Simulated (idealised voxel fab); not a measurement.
process module | voxel self aligned vias
Square cells of 5 nm make up the cross-section cut, whose width is 240 nm.
In this document a cross-section is written as a grid of square cells. It is given as a series of bands, listed from the top down, and a band is one or more rows of cells.
Top height, bottom height, nm. Materials left to right, width each, nm. Single material + "throughout" = fills band edge to edge. "air" = empty.
Heights are reckoned from 0. Under this level, the received wafer is all of one material. The bottommost band is open-ended downward, for example "top 0, no bottom".
Quick explanation for "30..40": the width changes in equal steps down the rows of cells, from the first number in the band's top row to the second number in its bottom row.
Reading "remained the same" for a step: not a cell of the cross-section changed in it.
Fully sealed cavities: empty space of 8 cells or more with no open way to the top, each as width x height at its distance from the left edge, in nm
It should be noted that, on the line of a given step, the content following the step's settings is a remark produced by the simulator itself with respect to that step.
overlay nm: where the mask lay relative to plan, measured to the right, on steps with a mask; negatives go left.
This section lists the process steps that were planned
1) RECEIVE (material Si)
2) CONFORMAL_DEP (material SiO2; thk nm 15)
3) CONFORMAL_DEP (material SiCN; thk nm 5)
4) DIRECTIONAL_DEP (material lowk; thk nm 25)
5) MASKED_ETCH (tone open; mask id LINES; width nm 30; pitch nm 65; etch materials lowk; depth nm 25; overlay nm 0)
6) CONFORMAL_DEP (material TiN; thk nm 5)
7) FILL_DEP (material W; thk nm 10)
8) CMP (height nm 45)
9) SELECTIVE_ETCH (etch materials W Ru TiN; depth nm 10)
10) FILL_DEP (material SiN; thk nm 5)
11) CMP (height nm 45)
12) DIRECTIONAL_DEP (material lowk; thk nm 20)
13) PATTERN (tone open; mask id VIAS; material resist; width nm 40; pitch nm 65; thk nm 15; overlay nm 0)
14) DIRECTIONAL_ETCH (etch materials lowk; depth nm 20)
15) DIRECTIONAL_ETCH (etch materials SiN; depth nm 10)
16) STRIP (etch materials resist)
17) CONFORMAL_DEP (material TiN; thk nm 5)
18) FILL_DEP (material Cu; thk nm 5)
19) CMP (height nm 65)
20) CONFORMAL_DEP (material SiCN; thk nm 5)
Wafer at receipt (post step 1), cross-section
	top 0, no bottom = Si throughout
	Fully sealed cavities: none
Looking at the first of two wafers in cross-section at end of module - ran to plan
	top 70, bottom 65 = SiCN throughout
	top 65, bottom 50 = 35 lowk, then 5 TiN, then 30 Cu, then 5 TiN, then 25 lowk, then 5 TiN, then 30 Cu, then 5 TiN, then 25 lowk, then 5 TiN, then 30 Cu, then 5 TiN, then 35 lowk
	top 50, bottom 40 = 35..40 lowk, then 10..5 TiN, then 20 Cu, then 10..5 TiN, then 25..35 lowk, then 10..5 TiN, then 20 Cu, then 10..5 TiN, then 25..35 lowk, then 10..5 TiN, then 20 Cu, then 10..5 TiN, then 35..40 lowk
	top 40, bottom 35 = 40 lowk, then 30 TiN, then 35 lowk, then 30 TiN, then 35 lowk, then 30 TiN, then 40 lowk
	top 35, bottom 25 = 40 lowk, then 5 TiN, then 20 W, then 5 TiN, then 35 lowk, then 5 TiN, then 20 W, then 5 TiN, then 35 lowk, then 5 TiN, then 20 W, then 5 TiN, then 40 lowk
	top 25, bottom 20 = 40 lowk, then 30 TiN, then 35 lowk, then 30 TiN, then 35 lowk, then 30 TiN, then 40 lowk
	top 20, bottom 15 = SiCN throughout
	top 15, bottom 0 = SiO2 throughout
	top 0, no bottom = Si throughout
	Fully sealed cavities: none
Module end: cross-section of wafer two of two. Same start and process plan as the first wafer. One mistake during execution
	top 70, bottom 65 = SiCN throughout
	top 65, bottom 50 = 25 lowk, then 5 TiN, then 30 Cu, then 5 TiN, then 25 lowk, then 5 TiN, then 30 Cu, then 5 TiN, then 25 lowk, then 5 TiN, then 30 Cu, then 5 TiN, then 45 lowk
	top 50, bottom 45 = 25 lowk, then 20 TiN, then 15 Cu, then 5 TiN, then 25 lowk, then 20 TiN, then 15 Cu, then 5 TiN, then 25 lowk, then 20 TiN, then 15 Cu, then 5 TiN, then 45 lowk
	top 45, bottom 40 = 40 lowk, then 5 TiN, then 15 Cu, then 5 TiN, then 5 SiN, then 35 lowk, then 5 TiN, then 15 Cu, then 5 TiN, then 5 SiN, then 35 lowk, then 5 TiN, then 15 Cu, then 5 TiN, then 5 SiN, then 40 lowk
	top 40, bottom 35 = 40 lowk, then 25 TiN, then 5 SiN, then 35 lowk, then 25 TiN, then 5 SiN, then 35 lowk, then 25 TiN, then 5 SiN, then 40 lowk
	top 35, bottom 25 = 40 lowk, then 5 TiN, then 20 W, then 5 TiN, then 35 lowk, then 5 TiN, then 20 W, then 5 TiN, then 35 lowk, then 5 TiN, then 20 W, then 5 TiN, then 40 lowk
	top 25, bottom 20 = 40 lowk, then 30 TiN, then 35 lowk, then 30 TiN, then 35 lowk, then 30 TiN, then 40 lowk
	top 20, bottom 15 = SiCN throughout
	top 15, bottom 0 = SiO2 throughout
	top 0, no bottom = Si throughout
	Fully sealed cavities: none
Run error: note that step 13 departed from the planned setting and was carried out as PATTERN (tone open; mask id VIAS; material resist; width nm 40; pitch nm 65; thk nm 15; overlay nm -10)
Bottom line after processing is that, in cells, the second wafer is up or down on some materials versus the first: 6 fewer of Cu; 6 more of SiN
